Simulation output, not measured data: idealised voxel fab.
voxel double patterning: a process module
Cross-section cut: width 190 nm, square cells of 5 nm.
We lay out every cross-section as a grid of square cells and spell it out in bands from the top down, where one band means one or more rows of cells. First you get the band's top height and its bottom height, in nm, and then the materials it's made of, left to right, with each width in nm. If you see a single material with "throughout", that one covers the band edge to edge. "air" is empty space. Heights are expressed relative to 0, this being the level below which the as-received wafer comprises one material exclusively. The lowest band is unbounded in the downward direction and is denoted as in "0 down". Graded width ("30->40"): value in top row of band = first number; value in bottom row = second number; row-to-row change constant. Step marked "remained the same"? Then no cell in the cross-section changed in it. In the "Voids lacking openings" entry, you get each enclosed empty space of 8 cells or more, one with no open way to the top, written width x height at distance, distance from the left edge, in nm. That trailing text on a step's line, after the settings, is the simulator's own remark on the step. overlay nm: how far to the right of its planned place the mask lay on this masked step (negative: to the left).

-- Listed below are the process steps as planned
1 op RECEIVE | material Si
2 op CONFORMAL_DEP | material SiO2 | thk nm 10
3 op DIRECTIONAL_DEP | material polySi | thk nm 10
4 op DIRECTIONAL_DEP | material SiCN | thk nm 10
5 op PATTERN | tone open | mask id FIRST | material resist | width nm 15 | pitch nm 50 | thk nm 20 | overlay nm 0
6 op DIRECTIONAL_ETCH | etch materials SiCN | depth nm 10
7 op STRIP | etch materials resist
8 op MASKED_ETCH | tone open | mask id SECOND | width nm 15 | etch materials SiCN | depth nm 10 | overlay nm 0
9 op DIRECTIONAL_ETCH | etch materials polySi | depth nm 10
10 op STRIP | etch materials SiCN

-- Concerning the first of two wafers, which was run in accordance with the plan

-- Cross-sectional view of the wafer in its as-received condition, corresponding to the state after step 1
    0 down  Si throughout
    Voids lacking openings: none

-- Step 2 done - wafer cross-section
    10 to 0  SiO2 throughout
    Anything lower than 0 is untouched.

-- Step 3 done - wafer cross-section
    20 to 10  polySi throughout
    Anything lower than 10 is untouched.

-- Step 4 done - wafer cross-section
    30 to 20  SiCN throughout
    Anything lower than 20 is untouched.

-- Step 5 done - wafer cross-section
    50 to 30  resist 60 / air 15 / resist 35 / air 15 / resist 65
    Anything lower than 30 is untouched.

-- Step 6 done - wafer cross-section
    50 to 30  resist 60 / air 15 / resist 35 / air 15 / resist 65
    30 to 20  SiCN 60 / air 15 / SiCN 35 / air 15 / SiCN 65
    Anything lower than 20 is untouched.

-- Step 7 done - wafer cross-section
    30 to 20  SiCN 60 / air 15 / SiCN 35 / air 15 / SiCN 65
    Anything lower than 20 is untouched.

-- Step 8 done - wafer cross-section
    30 to 20  SiCN 60 / air 15 / SiCN 10 / air 15 / SiCN 10 / air 15 / SiCN 65
    Anything lower than 20 is untouched.

-- Step 9 done - wafer cross-section
    30 to 20  SiCN 60 / air 15 / SiCN 10 / air 15 / SiCN 10 / air 15 / SiCN 65
    20 to 10  polySi 60 / air 15 / polySi 10 / air 15 / polySi 10 / air 15 / polySi 65
    Anything lower than 10 is untouched.

-- Step 10 done - wafer cross-section
    20 to 10  polySi 60 / air 15 / polySi 10 / air 15 / polySi 10 / air 15 / polySi 65
    Anything lower than 10 is untouched.

-- Here the second wafer is described. Its start and its plan were those of the first wafer. Its run contained one mistake. Up to and including step 3, it did exactly what the first wafer did

-- Second wafer: cross-section at the scheduled end of step 4
    30 to 20  SiO2 throughout
    Anything lower than 20 is untouched.

-- Second wafer: cross-section at the scheduled end of step 5
    50 to 30  resist 60 / air 15 / resist 35 / air 15 / resist 65
    Anything lower than 30 is untouched.

Second wafer: cross-section at the scheduled end of step 6: remained the same

-- Second wafer: cross-section at the scheduled end of step 7
    30 to 20  SiO2 throughout
    Anything lower than 20 is untouched.

Second wafer: cross-section at the scheduled end of step 8: remained the same

Second wafer: cross-section at the scheduled end of step 9: remained the same

Second wafer: cross-section at the scheduled end of step 10: remained the same
What was done differently from what was planned? planned and actual differ for step 4; actual: op DIRECTIONAL_DEP | material SiO2 | thk nm 10
Final cells, second wafer relative to first, materials higher or lower: 76 more of SiO2; 18 more of polySi
